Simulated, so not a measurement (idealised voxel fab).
Documented hereafter: the process module known as voxel self aligned contacts.
The cross-section on display is named cut; it measures 250 nm wide, and its cells are 5 nm squares.
A cross-section is a grid of square cells, given in bands from the top down. A band is one or more rows of cells. Top height, bottom height, nm. Materials left to right, width each, nm. Single material + "full width" = fills band edge to edge. "air" = empty. Heads up on the height convention: 0 is the point under which the incoming wafer is all one material, and the lowest band has no bottom, it just keeps going down, like "top 0, no bottom". The notation "30..40" denotes a width that varies across the rows of cells in the band, beginning at the first number in the top row, finishing at the second number in the bottom row, and changing by an identical amount from each row to the next. No cell of the cross-section changed in a step that is given as "everything unchanged". The list in "Unvented voids" covers empty spaces of 8 cells or more that cannot reach the top through any open way, and it gives each as width x height at distance; the distance is from the left edge, and width, height and distance are in nm. It should be noted that, on the line of a given step, the content following the step's settings is a remark produced by the simulator itself with respect to that step. overlay nm, on a step with a mask: how far to the right of its planned place the mask lay; to the left if negative.

List of planned process steps:
- 1: RECEIVE (material Si)
- 2: CONFORMAL_DEP (material SiO2; thk nm 5)
- 3: DIRECTIONAL_DEP (material polySi; thk nm 30)
- 4: DIRECTIONAL_DEP (material SiN; thk nm 20)
- 5: MASKED_ETCH (tone cover; mask id GATE; width nm 15; pitch nm 65; etch materials SiN; depth nm 20; overlay nm 0)
- 6: MASKED_ETCH (tone cover; mask id GATE; width nm 25; pitch nm 65; etch materials polySi; depth nm 30; overlay nm 0)
- 7: CONFORMAL_DEP (material SiN; thk nm 10)
- 8: DIRECTIONAL_ETCH (etch materials SiN; depth nm 10)
- 9: FILL_DEP (material SiO2; thk nm 15)
- 10: CMP (height nm 60)
- 11: PATTERN (tone open; mask id CONTACT; material resist; width nm 50; pitch nm 65; thk nm 20; overlay nm 0)
- 12: DIRECTIONAL_ETCH (etch materials SiO2; depth nm 60)
- 13: STRIP (etch materials resist)
- 14: CONFORMAL_DEP (material TiN; thk nm 5)
- 15: FILL_DEP (material W; thk nm 5)
- 16: CMP (height nm 60)
- 17: CONFORMAL_DEP (material SiN; thk nm 5)
For clarity, it should be stated that the wafers under discussion commence in an identical condition and differ with respect to the width nm of step 5, the plan indicating the value that the first wafer had.

The first of several wafers in cross-section, exactly as it reached us after step 1:
top 0, no bottom = Si full width
Unvented voids: none

Here is how to read the rows: every wafer has a row, and it shows the wafer at the end of the module, giving for each material how many cells were gained (+) or lost (-) since the wafer was received, then listing its closed voids:
width nm 15; +206 SiN; +230 SiO2; +64 TiN; +60 W; +90 polySi; Unvented voids: none
width nm 20; +218 SiN; +226 SiO2; +64 TiN; +52 W; +90 polySi; Unvented voids: none
width nm 25; +230 SiN; +222 SiO2; +64 TiN; +44 W; +90 polySi; Unvented voids: none
width nm 30; +242 SiN; +214 SiO2; +64 TiN; +22 W; +108 polySi; Unvented voids: none
width nm 35; +254 SiN; +206 SiO2; +64 TiN; +126 polySi; Unvented voids: none
width nm 40; +266 SiN; +198 SiO2; +42 TiN; +144 polySi; Unvented voids: none
